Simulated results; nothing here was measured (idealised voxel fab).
process module | voxel wiring stack
cross-section cut | 280 nm wide | cells 5 nm
A cross-section is a grid of square cells, given in bands from the top down. A band is one or more rows of cells.
Each band's line starts with the height of the band's top and of its bottom, in nm. Then come its materials from left to right, each with its width in nm. One material with "throughout" fills the band from edge to edge. "air" is empty space.
Height 0 is the level under which the wafer as received is all one material. The lowest band goes on downwards, as in "0 down".
A width such as "30 to 40" changes by the same amount from each row of cells to the next, from the band's top row to its bottom row.
"no change" after a step means that no cell of the cross-section changed.
closed voids: empty space of 8 cells or more with no open way to the top, each as width x height at its distance from the left edge, in nm
after a step's settings: what the simulator itself notes on the step
overlay nm, on a step with a mask: how far to the right of its planned place the mask lay; to the left if negative
Each pair below shows a cross-section before one step and the cross-section after it, down to the lowest band that changed. The line under each pair gives the step between them, with its settings. The pairs can come from different runs of this module on the same starting wafer, so a pair continues from the pair above only where its "before" says so.
before
  70 to 65: TiN 100 | air 10 | TiN 25 | air 10 | TiN 25 | air 10 | TiN 100
  65 to 50: lowk 95 | TiN 5 | air 10 | TiN 5 | lowk 15 | TiN 5 | air 10 | TiN 5 | lowk 15 | TiN 5 | air 10 | TiN 5 | lowk 95
  50 to 45: lowk 95 | TiN 5 | air 5 | TiN 10 | lowk 15 | TiN 5 | air 5 | TiN 10 | lowk 15 | TiN 5 | air 5 | TiN 10 | lowk 95
  45 to 35: lowk 95 | TiN 5 | air 5 | TiN 5 | lowk 20 | TiN 5 | air 5 | TiN 5 | lowk 20 | TiN 5 | air 5 | TiN 5 | lowk 100
  35 to 30: SiCN 95 | TiN 15 | SiCN 20 | TiN 15 | SiCN 20 | TiN 15 | SiCN 100
  30 to 15: lowk 100 | TiN 5 | Ru 5 | TiN 5 | lowk 20 | TiN 5 | Ru 5 | TiN 5 | lowk 20 | TiN 5 | Ru 5 | TiN 5 | lowk 95
  15 to 10: SiN 100 | TiN 15 | SiN 20 | TiN 15 | SiN 20 | TiN 15 | SiN 95
  10 to 0: SiO2 throughout
  0 down: Si throughout
  closed voids: none
after
  80 to 70: Cu throughout
  70 to 65: TiN 100 | Cu 10 | TiN 25 | Cu 10 | TiN 25 | Cu 10 | TiN 100
  65 to 50: lowk 95 | TiN 5 | Cu 10 | TiN 5 | lowk 15 | TiN 5 | Cu 10 | TiN 5 | lowk 15 | TiN 5 | Cu 10 | TiN 5 | lowk 95
  50 to 45: lowk 95 | TiN 5 | Cu 5 | TiN 10 | lowk 15 | TiN 5 | Cu 5 | TiN 10 | lowk 15 | TiN 5 | Cu 5 | TiN 10 | lowk 95
  45 to 35: lowk 95 | TiN 5 | Cu 5 | TiN 5 | lowk 20 | TiN 5 | Cu 5 | TiN 5 | lowk 20 | TiN 5 | Cu 5 | TiN 5 | lowk 100
  below 35: unchanged
  closed voids: none
the step between: op FILL_DEP | material Cu | thk nm 10
before: the cross-section after the pair above
after
  65 to 50: lowk 95 | TiN 5 | Cu 10 | TiN 5 | lowk 15 | TiN 5 | Cu 10 | TiN 5 | lowk 15 | TiN 5 | Cu 10 | TiN 5 | lowk 95
  below 50: unchanged
  closed voids: none
the step between: op CMP | height nm 65
before: the cross-section after the pair above
after
  70 to 65: SiCN throughout
  below 65: unchanged
  closed voids: none
the step between: op CONFORMAL_DEP | material SiCN | thk nm 5
before: the cross-section after the pair above
after
  85 to 70: SiO2 throughout
  below 70: unchanged
  closed voids: none
the step between: op DIRECTIONAL_DEP | material SiO2 | thk nm 15
before: the cross-section after the pair above
after
  85 to 70: SiO2 95 | air 15 | SiO2 20 | air 15 | SiO2 20 | air 15 | SiO2 100
  below 70: unchanged
  closed voids: none
the step between: op MASKED_ETCH | tone open | mask id PLUG_2 | width nm 15 | pitch nm 35 | etch materials SiO2 | depth nm 15 | overlay nm 0
before: the cross-section after the pair above
after
  85 to 70: SiO2 95 | air 15 | SiO2 20 | air 15 | SiO2 20 | air 15 | SiO2 100
  70 to 65: SiCN 95 | air 15 | SiCN 20 | air 15 | SiCN 20 | air 15 | SiCN 100
  below 65: unchanged
  closed voids: none
the step between: op MASKED_ETCH | tone open | mask id PLUG_2 | width nm 15 | pitch nm 35 | etch materials SiCN | depth nm 5 | overlay nm 0
before: the cross-section after the pair above
after
  90 to 85: TiN 100 | air 5 | TiN 30 | air 5 | TiN 30 | air 5 | TiN 105
  85 to 70: SiO2 95 | TiN 5 | air 5 | TiN 5 | SiO2 20 | TiN 5 | air 5 | TiN 5 | SiO2 20 | TiN 5 | air 5 | TiN 5 | SiO2 100
  70 to 65: SiCN 95 | TiN 15 | SiCN 20 | TiN 15 | SiCN 20 | TiN 15 | SiCN 100
  below 65: unchanged
  closed voids: none
the step between: op CONFORMAL_DEP | material TiN | thk nm 5
before: the cross-section after the pair above
after
  95 to 90: W throughout
  90 to 85: TiN 100 | W 5 | TiN 30 | W 5 | TiN 30 | W 5 | TiN 105
  85 to 70: SiO2 95 | TiN 5 | W 5 | TiN 5 | SiO2 20 | TiN 5 | W 5 | TiN 5 | SiO2 20 | TiN 5 | W 5 | TiN 5 | SiO2 100
  below 70: unchanged
  closed voids: none
the step between: op FILL_DEP | material W | thk nm 5
before: the cross-section after the pair above
after
  85 to 70: SiO2 95 | TiN 5 | W 5 | TiN 5 | SiO2 20 | TiN 5 | W 5 | TiN 5 | SiO2 20 | TiN 5 | W 5 | TiN 5 | SiO2 100
  below 70: unchanged
  closed voids: none
the step between: op CMP | height nm 85
before: the cross-section after the pair above
after
  90 to 85: SiN throughout
  below 85: unchanged
  closed voids: none
the step between: op CONFORMAL_DEP | material SiN | thk nm 5
before: the cross-section after the pair above
after
  105 to 90: SiO2 throughout
  below 90: unchanged
  closed voids: none
the step between: op DIRECTIONAL_DEP | material SiO2 | thk nm 15
before: the cross-section after the pair above
after
  105 to 90: SiO2 95 | air 20 | SiO2 15 | air 20 | SiO2 15 | air 20 | SiO2 95
  below 90: unchanged
  closed voids: none
the step between: op MASKED_ETCH | tone open | mask id METAL_3 | width nm 20 | pitch nm 35 | etch materials SiO2 | depth nm 15 | overlay nm 0
before: the cross-section after the pair above
after
  105 to 90: SiO2 95 | air 20 | SiO2 15 | air 20 | SiO2 15 | air 20 | SiO2 95
  90 to 85: SiN 95 | air 20 | SiN 15 | air 20 | SiN 15 | air 20 | SiN 95
  below 85: unchanged
  closed voids: none
the step between: op MASKED_ETCH | tone open | mask id METAL_3 | width nm 20 | pitch nm 35 | etch materials SiN | depth nm 5 | overlay nm 0
before: the cross-section after the pair above
after
  110 to 105: TiN 100 | air 10 | TiN 25 | air 10 | TiN 25 | air 10 | TiN 100
  105 to 90: SiO2 95 | TiN 5 | air 10 | TiN 5 | SiO2 15 | TiN 5 | air 10 | TiN 5 | SiO2 15 | TiN 5 | air 10 | TiN 5 | SiO2 95
  90 to 85: SiN 95 | TiN 20 | SiN 15 | TiN 20 | SiN 15 | TiN 20 | SiN 95
  below 85: unchanged
  closed voids: none
the step between: op CONFORMAL_DEP | material TiN | thk nm 5
before: the cross-section after the pair above
after
  120 to 110: Ru throughout
  110 to 105: TiN 100 | Ru 10 | TiN 25 | Ru 10 | TiN 25 | Ru 10 | TiN 100
  105 to 90: SiO2 95 | TiN 5 | Ru 10 | TiN 5 | SiO2 15 | TiN 5 | Ru 10 | TiN 5 | SiO2 15 | TiN 5 | Ru 10 | TiN 5 | SiO2 95
  below 90: unchanged
  closed voids: none
the step between: op FILL_DEP | material Ru | thk nm 10
before: the cross-section after the pair above
after
  105 to 90: SiO2 95 | TiN 5 | Ru 10 | TiN 5 | SiO2 15 | TiN 5 | Ru 10 | TiN 5 | SiO2 15 | TiN 5 | Ru 10 | TiN 5 | SiO2 95
  below 90: unchanged
  closed voids: none
the step between: op CMP | height nm 105
before: the cross-section after the pair above
after
  110 to 105: SiCN throughout
  below 105: unchanged
  closed voids: none
the step between: op CONFORMAL_DEP | material SiCN | thk nm 5
before: the cross-section after the pair above
after
  140 to 110: lowk throughout
  below 110: unchanged
  closed voids: none
the step between: op DIRECTIONAL_DEP | material lowk | thk nm 30
before: the cross-section after the pair above
after
  140 to 125: lowk 95 | air 20 | lowk 15 | air 20 | lowk 15 | air 20 | lowk 95
  below 125: unchanged
  closed voids: none
the step between: op MASKED_ETCH | tone open | mask id METAL_4 | width nm 20 | pitch nm 35 | etch materials lowk | depth nm 15 | overlay nm 0
before: the cross-section after the pair above
after
  140 to 125: lowk 95 | air 20 | lowk 15 | air 20 | lowk 15 | air 20 | lowk 95
  125 to 110: lowk 95 | air 15 | lowk 55 | air 15 | lowk 100
  below 110: unchanged
  closed voids: none
the step between: op MASKED_ETCH | tone open | mask id METAL_4_HOLES | width nm 15 | pitch nm 70 | etch materials lowk | depth nm 15 | overlay nm 0
before: the cross-section after the pair above
after
  140 to 125: lowk 95 | air 20 | lowk 15 | air 20 | lowk 15 | air 20 | lowk 95
  125 to 110: lowk 95 | air 15 | lowk 55 | air 15 | lowk 100
  110 to 105: SiCN 95 | air 15 | SiCN 55 | air 15 | SiCN 100
  below 105: unchanged
  closed voids: none
the step between: op MASKED_ETCH | tone open | mask id METAL_4_HOLES | width nm 15 | pitch nm 70 | etch materials SiCN | depth nm 5 | overlay nm 0
before: the cross-section after the pair above
after
  145 to 140: TiN 100 | air 10 | TiN 25 | air 10 | TiN 25 | air 10 | TiN 100
  140 to 130: lowk 95 | TiN 5 | air 10 | TiN 5 | lowk 15 | TiN 5 | air 10 | TiN 5 | lowk 15 | TiN 5 | air 10 | TiN 5 | lowk 95
  130 to 125: lowk 95 | TiN 5 | air 5 | TiN 10 | lowk 15 | TiN 20 | lowk 15 | TiN 5 | air 5 | TiN 10 | lowk 95
  125 to 110: lowk 95 | TiN 5 | air 5 | TiN 5 | lowk 55 | TiN 5 | air 5 | TiN 5 | lowk 100
  110 to 105: SiCN 95 | TiN 15 | SiCN 55 | TiN 15 | SiCN 100
  below 105: unchanged
  closed voids: none
the step between: op CONFORMAL_DEP | material TiN | thk nm 5
before: the cross-section after the pair above
after
  150 to 145: Ru throughout
  145 to 140: TiN 100 | Ru 10 | TiN 25 | Ru 10 | TiN 25 | Ru 10 | TiN 100
  140 to 130: lowk 95 | TiN 5 | Ru 10 | TiN 5 | lowk 15 | TiN 5 | Ru 10 | TiN 5 | lowk 15 | TiN 5 | Ru 10 | TiN 5 | lowk 95
  130 to 125: lowk 95 | TiN 5 | Ru 5 | TiN 10 | lowk 15 | TiN 20 | lowk 15 | TiN 5 | Ru 5 | TiN 10 | lowk 95
  125 to 110: lowk 95 | TiN 5 | Ru 5 | TiN 5 | lowk 55 | TiN 5 | Ru 5 | TiN 5 | lowk 100
  below 110: unchanged
  closed voids: none
the step between: op FILL_DEP | material Ru | thk nm 5
before: the cross-section after the pair above
after
  140 to 130: lowk 95 | TiN 5 | Ru 10 | TiN 5 | lowk 15 | TiN 5 | Ru 10 | TiN 5 | lowk 15 | TiN 5 | Ru 10 | TiN 5 | lowk 95
  below 130: unchanged
  closed voids: none
the step between: op CMP | height nm 140
before: the cross-section after the pair above
after
  145 to 140: SiN throughout
  below 140: unchanged
  closed voids: none
the step between: op CONFORMAL_DEP | material SiN | thk nm 5
before
  30 to 15: lowk throughout
  15 to 10: SiN throughout
  10 to 0: SiO2 throughout
  0 down: Si throughout
  closed voids: none
after
  45 to 30: resist 90 | air 20 | resist 15 | air 20 | resist 15 | air 20 | resist 100
  below 30: unchanged
  closed voids: none
the step between: op PATTERN | tone open | mask id METAL_1 | material resist | width nm 20 | pitch nm 35 | thk nm 15 | overlay nm -5
before: the cross-section after the pair above
after
  45 to 30: resist 90 | air 20 | resist 15 | air 20 | resist 15 | air 20 | resist 100
  30 to 15: lowk 90 | air 20 | lowk 15 | air 20 | lowk 15 | air 20 | lowk 100
  below 15: unchanged
  closed voids: none
the step between: op DIRECTIONAL_ETCH | etch materials lowk | depth nm 15
before: the cross-section after the pair above
after
  45 to 30: resist 90 | air 20 | resist 15 | air 20 | resist 15 | air 20 | resist 100
  30 to 15: lowk 90 | air 20 | lowk 15 | air 20 | lowk 15 | air 20 | lowk 100
  15 to 10: SiN 90 | air 20 | SiN 15 | air 20 | SiN 15 | air 20 | SiN 100
  below 10: unchanged
  closed voids: none
the step between: op DIRECTIONAL_ETCH | etch materials SiN | depth nm 5
before: the cross-section after the pair above
after
  30 to 15: lowk 90 | air 20 | lowk 15 | air 20 | lowk 15 | air 20 | lowk 100
  below 15: unchanged
  closed voids: none
the step between: op STRIP | etch materials resist
before: the cross-section after the pair above
after
  35 to 30: TiN 95 | air 10 | TiN 25 | air 10 | TiN 25 | air 10 | TiN 105
  30 to 15: lowk 90 | TiN 5 | air 10 | TiN 5 | lowk 15 | TiN 5 | air 10 | TiN 5 | lowk 15 | TiN 5 | air 10 | TiN 5 | lowk 100
  15 to 10: SiN 90 | TiN 20 | SiN 15 | TiN 20 | SiN 15 | TiN 20 | SiN 100
  below 10: unchanged
  closed voids: none
the step between: op CONFORMAL_DEP | material TiN | thk nm 5
before: the cross-section after the pair above
after
  40 to 35: Ru throughout
  35 to 30: TiN 95 | Ru 10 | TiN 25 | Ru 10 | TiN 25 | Ru 10 | TiN 105
  30 to 15: lowk 90 | TiN 5 | Ru 10 | TiN 5 | lowk 15 | TiN 5 | Ru 10 | TiN 5 | lowk 15 | TiN 5 | Ru 10 | TiN 5 | lowk 100
  below 15: unchanged
  closed voids: none
the step between: op FILL_DEP | material Ru | thk nm 5
before: the cross-section after the pair above
after
  30 to 15: lowk 90 | TiN 5 | Ru 10 | TiN 5 | lowk 15 | TiN 5 | Ru 10 | TiN 5 | lowk 15 | TiN 5 | Ru 10 | TiN 5 | lowk 100
  below 15: unchanged
  closed voids: none
the step between: op CMP | height nm 30
before: the cross-section after the pair above
after
  35 to 30: SiCN throughout
  below 30: unchanged
  closed voids: none
the step between: op CONFORMAL_DEP | material SiCN | thk nm 5
before: the cross-section after the pair above
after
  65 to 35: lowk throughout
  below 35: unchanged
  closed voids: none
the step between: op DIRECTIONAL_DEP | material lowk | thk nm 30
before: the cross-section after the pair above
after
  85 to 65: resist 95 | air 15 | resist 20 | air 15 | resist 20 | air 15 | resist 100
  below 65: unchanged
  closed voids: none
the step between: op PATTERN | tone open | mask id METAL_2_HOLES | material resist | width nm 15 | pitch nm 35 | thk nm 20 | overlay nm 0
before: the cross-section after the pair above
after
  85 to 65: resist 95 | air 15 | resist 20 | air 15 | resist 20 | air 15 | resist 100
  65 to 35: lowk 95 | air 15 | lowk 20 | air 15 | lowk 20 | air 15 | lowk 100
  below 35: unchanged
  closed voids: none
the step between: op DIRECTIONAL_ETCH | etch materials lowk | depth nm 30
before: the cross-section after the pair above
after
  65 to 35: lowk 95 | air 15 | lowk 20 | air 15 | lowk 20 | air 15 | lowk 100
  below 35: unchanged
  closed voids: none
the step between: op STRIP | etch materials resist
before: the cross-section after the pair above
after
  75 to 65: aC 95 | air 15 | aC 20 | air 15 | aC 20 | air 15 | aC 100
  65 to 45: lowk 95 | air 15 | lowk 20 | air 15 | lowk 20 | air 15 | lowk 100
  45 to 35: lowk 95 | aC 15 | lowk 20 | aC 15 | lowk 20 | aC 15 | lowk 100
  below 35: unchanged
  closed voids: none
the step between: op DIRECTIONAL_DEP | material aC | thk nm 10
before: the cross-section after the pair above
after
  105 to 75: resist 95 | air 20 | resist 15 | air 20 | resist 15 | air 20 | resist 95
  below 75: unchanged
  closed voids: none
the step between: op PATTERN | tone open | mask id METAL_2 | material resist | width nm 20 | pitch nm 35 | thk nm 30 | overlay nm 0
before: the cross-section after the pair above
after
  95 to 75: resist 95 | air 20 | resist 15 | air 20 | resist 15 | air 20 | resist 95
  75 to 65: aC 95 | air 20 | aC 15 | air 20 | aC 15 | air 20 | aC 95
  65 to 35: lowk 95 | air 15 | lowk 20 | air 15 | lowk 20 | air 15 | lowk 100
  below 35: unchanged
  closed voids: none
the step between: op DIRECTIONAL_ETCH | etch materials aC | depth nm 10
before: the cross-section after the pair above
after
  75 to 65: aC 95 | air 20 | aC 15 | air 20 | aC 15 | air 20 | aC 95
  below 65: unchanged
  closed voids: none
the step between: op STRIP | etch materials resist
before: the cross-section after the pair above
after
  75 to 65: aC 95 | air 20 | aC 15 | air 20 | aC 15 | air 20 | aC 95
  65 to 45: lowk 95 | air 20 | lowk 15 | air 20 | lowk 15 | air 20 | lowk 95
  below 45: unchanged
  closed voids: none
the step between: op DIRECTIONAL_ETCH | etch materials lowk | depth nm 20
before: the cross-section after the pair above
after
  75 to 65: aC 95 | air 20 | aC 15 | air 20 | aC 15 | air 20 | aC 95
  65 to 45: lowk 95 | air 20 | lowk 15 | air 20 | lowk 15 | air 20 | lowk 95
  45 to 35: lowk 95 | air 15 | lowk 20 | air 15 | lowk 20 | air 15 | lowk 100
  35 to 30: SiCN 95 | air 15 | SiCN 20 | air 15 | SiCN 20 | air 15 | SiCN 100
  below 30: unchanged
  closed voids: none
the step between: op DIRECTIONAL_ETCH | etch materials SiCN | depth nm 5
before: the cross-section after the pair above
after
  65 to 45: lowk 95 | air 20 | lowk 15 | air 20 | lowk 15 | air 20 | lowk 95
  below 45: unchanged
  closed voids: none
the step between: op STRIP | etch materials aC
before: the cross-section after the pair above
after
  70 to 65: TiN 100 | air 10 | TiN 25 | air 10 | TiN 25 | air 10 | TiN 100
  65 to 50: lowk 95 | TiN 5 | air 10 | TiN 5 | lowk 15 | TiN 5 | air 10 | TiN 5 | lowk 15 | TiN 5 | air 10 | TiN 5 | lowk 95
  50 to 45: lowk 95 | TiN 5 | air 5 | TiN 10 | lowk 15 | TiN 5 | air 5 | TiN 10 | lowk 15 | TiN 5 | air 5 | TiN 10 | lowk 95
  45 to 35: lowk 95 | TiN 5 | air 5 | TiN 5 | lowk 20 | TiN 5 | air 5 | TiN 5 | lowk 20 | TiN 5 | air 5 | TiN 5 | lowk 100
  35 to 30: SiCN 95 | TiN 15 | SiCN 20 | TiN 15 | SiCN 20 | TiN 15 | SiCN 100
  below 30: unchanged
  closed voids: none
the step between: op CONFORMAL_DEP | material TiN | thk nm 5
before: the cross-section after the pair above
after
  80 to 70: Cu throughout
  70 to 65: TiN 100 | Cu 10 | TiN 25 | Cu 10 | TiN 25 | Cu 10 | TiN 100
  65 to 50: lowk 95 | TiN 5 | Cu 10 | TiN 5 | lowk 15 | TiN 5 | Cu 10 | TiN 5 | lowk 15 | TiN 5 | Cu 10 | TiN 5 | lowk 95
  50 to 45: lowk 95 | TiN 5 | Cu 5 | TiN 10 | lowk 15 | TiN 5 | Cu 5 | TiN 10 | lowk 15 | TiN 5 | Cu 5 | TiN 10 | lowk 95
  45 to 35: lowk 95 | TiN 5 | Cu 5 | TiN 5 | lowk 20 | TiN 5 | Cu 5 | TiN 5 | lowk 20 | TiN 5 | Cu 5 | TiN 5 | lowk 100
  below 35: unchanged
  closed voids: none
the step between: op FILL_DEP | material Cu | thk nm 10
before: the cross-section after the pair above
after
  65 to 50: lowk 95 | TiN 5 | Cu 10 | TiN 5 | lowk 15 | TiN 5 | Cu 10 | TiN 5 | lowk 15 | TiN 5 | Cu 10 | TiN 5 | lowk 95
  below 50: unchanged
  closed voids: none
the step between: op CMP | height nm 65
before: the cross-section after the pair above
after
  70 to 65: SiCN throughout
  below 65: unchanged
  closed voids: none
the step between: op CONFORMAL_DEP | material SiCN | thk nm 5
before: the cross-section after the pair above
after
  85 to 70: SiO2 throughout
  below 70: unchanged
  closed voids: none
the step between: op DIRECTIONAL_DEP | material SiO2 | thk nm 15
before: the cross-section after the pair above
after
  85 to 70: SiO2 95 | air 15 | SiO2 20 | air 15 | SiO2 20 | air 15 | SiO2 100
  below 70: unchanged
  closed voids: none
the step between: op MASKED_ETCH | tone open | mask id PLUG_2 | width nm 15 | pitch nm 35 | etch materials SiO2 | depth nm 15 | overlay nm 0
before: the cross-section after the pair above
after
  85 to 70: SiO2 95 | air 15 | SiO2 20 | air 15 | SiO2 20 | air 15 | SiO2 100
  70 to 65: SiCN 95 | air 15 | SiCN 20 | air 15 | SiCN 20 | air 15 | SiCN 100
  below 65: unchanged
  closed voids: none
the step between: op MASKED_ETCH | tone open | mask id PLUG_2 | width nm 15 | pitch nm 35 | etch materials SiCN | depth nm 5 | overlay nm 0
before: the cross-section after the pair above
after
  90 to 85: TiN 100 | air 5 | TiN 30 | air 5 | TiN 30 | air 5 | TiN 105
  85 to 70: SiO2 95 | TiN 5 | air 5 | TiN 5 | SiO2 20 | TiN 5 | air 5 | TiN 5 | SiO2 20 | TiN 5 | air 5 | TiN 5 | SiO2 100
  70 to 65: SiCN 95 | TiN 15 | SiCN 20 | TiN 15 | SiCN 20 | TiN 15 | SiCN 100
  below 65: unchanged
  closed voids: none
the step between: op CONFORMAL_DEP | material TiN | thk nm 5
before: the cross-section after the pair above
after
  95 to 90: W throughout
  90 to 85: TiN 100 | W 5 | TiN 30 | W 5 | TiN 30 | W 5 | TiN 105
  85 to 70: SiO2 95 | TiN 5 | W 5 | TiN 5 | SiO2 20 | TiN 5 | W 5 | TiN 5 | SiO2 20 | TiN 5 | W 5 | TiN 5 | SiO2 100
  below 70: unchanged
  closed voids: none
the step between: op FILL_DEP | material W | thk nm 5
before: the cross-section after the pair above
after
  85 to 70: SiO2 95 | TiN 5 | W 5 | TiN 5 | SiO2 20 | TiN 5 | W 5 | TiN 5 | SiO2 20 | TiN 5 | W 5 | TiN 5 | SiO2 100
  below 70: unchanged
  closed voids: none
the step between: op CMP | height nm 85
before: the cross-section after the pair above
after
  90 to 85: SiN throughout
  below 85: unchanged
  closed voids: none
the step between: op CONFORMAL_DEP | material SiN | thk nm 5
before: the cross-section after the pair above
after
  105 to 90: SiO2 throughout
  below 90: unchanged
  closed voids: none
the step between: op DIRECTIONAL_DEP | material SiO2 | thk nm 15
before: the cross-section after the pair above
after
  105 to 90: SiO2 95 | air 20 | SiO2 15 | air 20 | SiO2 15 | air 20 | SiO2 95
  below 90: unchanged
  closed voids: none
the step between: op MASKED_ETCH | tone open | mask id METAL_3 | width nm 20 | pitch nm 35 | etch materials SiO2 | depth nm 15 | overlay nm 0
before: the cross-section after the pair above
after
  105 to 90: SiO2 95 | air 20 | SiO2 15 | air 20 | SiO2 15 | air 20 | SiO2 95
  90 to 85: SiN 95 | air 20 | SiN 15 | air 20 | SiN 15 | air 20 | SiN 95
  below 85: unchanged
  closed voids: none
the step between: op MASKED_ETCH | tone open | mask id METAL_3 | width nm 20 | pitch nm 35 | etch materials SiN | depth nm 5 | overlay nm 0
before: the cross-section after the pair above
after
  110 to 105: TiN 100 | air 10 | TiN 25 | air 10 | TiN 25 | air 10 | TiN 100
  105 to 90: SiO2 95 | TiN 5 | air 10 | TiN 5 | SiO2 15 | TiN 5 | air 10 | TiN 5 | SiO2 15 | TiN 5 | air 10 | TiN 5 | SiO2 95
  90 to 85: SiN 95 | TiN 20 | SiN 15 | TiN 20 | SiN 15 | TiN 20 | SiN 95
  below 85: unchanged
  closed voids: none
the step between: op CONFORMAL_DEP | material TiN | thk nm 5
before: the cross-section after the pair above
after
  120 to 110: Ru throughout
  110 to 105: TiN 100 | Ru 10 | TiN 25 | Ru 10 | TiN 25 | Ru 10 | TiN 100
  105 to 90: SiO2 95 | TiN 5 | Ru 10 | TiN 5 | SiO2 15 | TiN 5 | Ru 10 | TiN 5 | SiO2 15 | TiN 5 | Ru 10 | TiN 5 | SiO2 95
  below 90: unchanged
  closed voids: none
the step between: op FILL_DEP | material Ru | thk nm 10
before: the cross-section after the pair above
after
  105 to 90: SiO2 95 | TiN 5 | Ru 10 | TiN 5 | SiO2 15 | TiN 5 | Ru 10 | TiN 5 | SiO2 15 | TiN 5 | Ru 10 | TiN 5 | SiO2 95
  below 90: unchanged
  closed voids: none
the step between: op CMP | height nm 105
before: the cross-section after the pair above
after
  110 to 105: SiCN throughout
  below 105: unchanged
  closed voids: none
the step between: op CONFORMAL_DEP | material SiCN | thk nm 5
before: the cross-section after the pair above
after
  140 to 110: lowk throughout
  below 110: unchanged
  closed voids: none
the step between: op DIRECTIONAL_DEP | material lowk | thk nm 30
before: the cross-section after the pair above
after
  140 to 125: lowk 95 | air 20 | lowk 15 | air 20 | lowk 15 | air 20 | lowk 95
  below 125: unchanged
  closed voids: none
the step between: op MASKED_ETCH | tone open | mask id METAL_4 | width nm 20 | pitch nm 35 | etch materials lowk | depth nm 15 | overlay nm 0
before: the cross-section after the pair above
after
  140 to 125: lowk 95 | air 20 | lowk 15 | air 20 | lowk 15 | air 20 | lowk 95
  125 to 110: lowk 95 | air 15 | lowk 55 | air 15 | lowk 100
  below 110: unchanged
  closed voids: none
the step between: op MASKED_ETCH | tone open | mask id METAL_4_HOLES | width nm 15 | pitch nm 70 | etch materials lowk | depth nm 15 | overlay nm 0
before: the cross-section after the pair above
after
  140 to 125: lowk 95 | air 20 | lowk 15 | air 20 | lowk 15 | air 20 | lowk 95
  125 to 110: lowk 95 | air 15 | lowk 55 | air 15 | lowk 100
  110 to 105: SiCN 95 | air 15 | SiCN 55 | air 15 | SiCN 100
  below 105: unchanged
  closed voids: none
the step between: op MASKED_ETCH | tone open | mask id METAL_4_HOLES | width nm 15 | pitch nm 70 | etch materials SiCN | depth nm 5 | overlay nm 0
before: the cross-section after the pair above
after
  145 to 140: TiN 100 | air 10 | TiN 25 | air 10 | TiN 25 | air 10 | TiN 100
  140 to 130: lowk 95 | TiN 5 | air 10 | TiN 5 | lowk 15 | TiN 5 | air 10 | TiN 5 | lowk 15 | TiN 5 | air 10 | TiN 5 | lowk 95
  130 to 125: lowk 95 | TiN 5 | air 5 | TiN 10 | lowk 15 | TiN 20 | lowk 15 | TiN 5 | air 5 | TiN 10 | lowk 95
  125 to 110: lowk 95 | TiN 5 | air 5 | TiN 5 | lowk 55 | TiN 5 | air 5 | TiN 5 | lowk 100
  110 to 105: SiCN 95 | TiN 15 | SiCN 55 | TiN 15 | SiCN 100
  below 105: unchanged
  closed voids: none
the step between: op CONFORMAL_DEP | material TiN | thk nm 5
before: the cross-section after the pair above
after
  150 to 145: Ru throughout
  145 to 140: TiN 100 | Ru 10 | TiN 25 | Ru 10 | TiN 25 | Ru 10 | TiN 100
  140 to 130: lowk 95 | TiN 5 | Ru 10 | TiN 5 | lowk 15 | TiN 5 | Ru 10 | TiN 5 | lowk 15 | TiN 5 | Ru 10 | TiN 5 | lowk 95
  130 to 125: lowk 95 | TiN 5 | Ru 5 | TiN 10 | lowk 15 | TiN 20 | lowk 15 | TiN 5 | Ru 5 | TiN 10 | lowk 95
  125 to 110: lowk 95 | TiN 5 | Ru 5 | TiN 5 | lowk 55 | TiN 5 | Ru 5 | TiN 5 | lowk 100
  below 110: unchanged
  closed voids: none
the step between: op FILL_DEP | material Ru | thk nm 5
before: the cross-section after the pair above
after
  140 to 130: lowk 95 | TiN 5 | Ru 10 | TiN 5 | lowk 15 | TiN 5 | Ru 10 | TiN 5 | lowk 15 | TiN 5 | Ru 10 | TiN 5 | lowk 95
  below 130: unchanged
  closed voids: none
the step between: op CMP | height nm 140
before: the cross-section after the pair above
after
  145 to 140: SiN throughout
  below 140: unchanged
  closed voids: none
the step between: op CONFORMAL_DEP | material SiN | thk nm 5
before
  30 to 15: lowk 95 | TiN 5 | Ru 10 | TiN 5 | lowk 15 | TiN 5 | Ru 10 | TiN 5 | lowk 15 | TiN 5 | Ru 10 | TiN 5 | lowk 95
  15 to 10: SiN 95 | TiN 20 | SiN 15 | TiN 20 | SiN 15 | TiN 20 | SiN 95
  10 to 0: SiO2 throughout
  0 down: Si throughout
  closed voids: none
after
  35 to 30: SiO2 throughout
  below 30: unchanged
  closed voids: none
the step between: op CONFORMAL_DEP | material SiO2 | thk nm 5
before: the cross-section after the pair above
after
  65 to 35: lowk throughout
  below 35: unchanged
  closed voids: none
the step between: op DIRECTIONAL_DEP | material lowk | thk nm 30
before: the cross-section after the pair above
after
  85 to 65: resist 95 | air 15 | resist 20 | air 15 | resist 20 | air 15 | resist 100
  below 65: unchanged
  closed voids: none
the step between: op PATTERN | tone open | mask id METAL_2_HOLES | material resist | width nm 15 | pitch nm 35 | thk nm 20 | overlay nm 0
before: the cross-section after the pair above
after
  85 to 65: resist 95 | air 15 | resist 20 | air 15 | resist 20 | air 15 | resist 100
  65 to 35: lowk 95 | air 15 | lowk 20 | air 15 | lowk 20 | air 15 | lowk 100
  below 35: unchanged
  closed voids: none
the step between: op DIRECTIONAL_ETCH | etch materials lowk | depth nm 30
before: the cross-section after the pair above
after
  65 to 35: lowk 95 | air 15 | lowk 20 | air 15 | lowk 20 | air 15 | lowk 100
  below 35: unchanged
  closed voids: none
the step between: op STRIP | etch materials resist
before: the cross-section after the pair above
after
  75 to 65: aC 95 | air 15 | aC 20 | air 15 | aC 20 | air 15 | aC 100
  65 to 45: lowk 95 | air 15 | lowk 20 | air 15 | lowk 20 | air 15 | lowk 100
  45 to 35: lowk 95 | aC 15 | lowk 20 | aC 15 | lowk 20 | aC 15 | lowk 100
  below 35: unchanged
  closed voids: none
the step between: op DIRECTIONAL_DEP | material aC | thk nm 10
before: the cross-section after the pair above
after
  105 to 75: resist 95 | air 20 | resist 15 | air 20 | resist 15 | air 20 | resist 95
  below 75: unchanged
  closed voids: none
the step between: op PATTERN | tone open | mask id METAL_2 | material resist | width nm 20 | pitch nm 35 | thk nm 30 | overlay nm 0
before: the cross-section after the pair above
after
  95 to 75: resist 95 | air 20 | resist 15 | air 20 | resist 15 | air 20 | resist 95
  75 to 65: aC 95 | air 20 | aC 15 | air 20 | aC 15 | air 20 | aC 95
  65 to 35: lowk 95 | air 15 | lowk 20 | air 15 | lowk 20 | air 15 | lowk 100
  below 35: unchanged
  closed voids: none
the step between: op DIRECTIONAL_ETCH | etch materials aC | depth nm 10
before: the cross-section after the pair above
after
  75 to 65: aC 95 | air 20 | aC 15 | air 20 | aC 15 | air 20 | aC 95
  below 65: unchanged
  closed voids: none
the step between: op STRIP | etch materials resist
before: the cross-section after the pair above
after
  75 to 65: aC 95 | air 20 | aC 15 | air 20 | aC 15 | air 20 | aC 95
  65 to 45: lowk 95 | air 20 | lowk 15 | air 20 | lowk 15 | air 20 | lowk 95
  below 45: unchanged
  closed voids: none
the step between: op DIRECTIONAL_ETCH | etch materials lowk | depth nm 20
before: the cross-section after the pair above
after
  65 to 45: lowk 95 | air 20 | lowk 15 | air 20 | lowk 15 | air 20 | lowk 95
  below 45: unchanged
  closed voids: none
the step between: op STRIP | etch materials aC
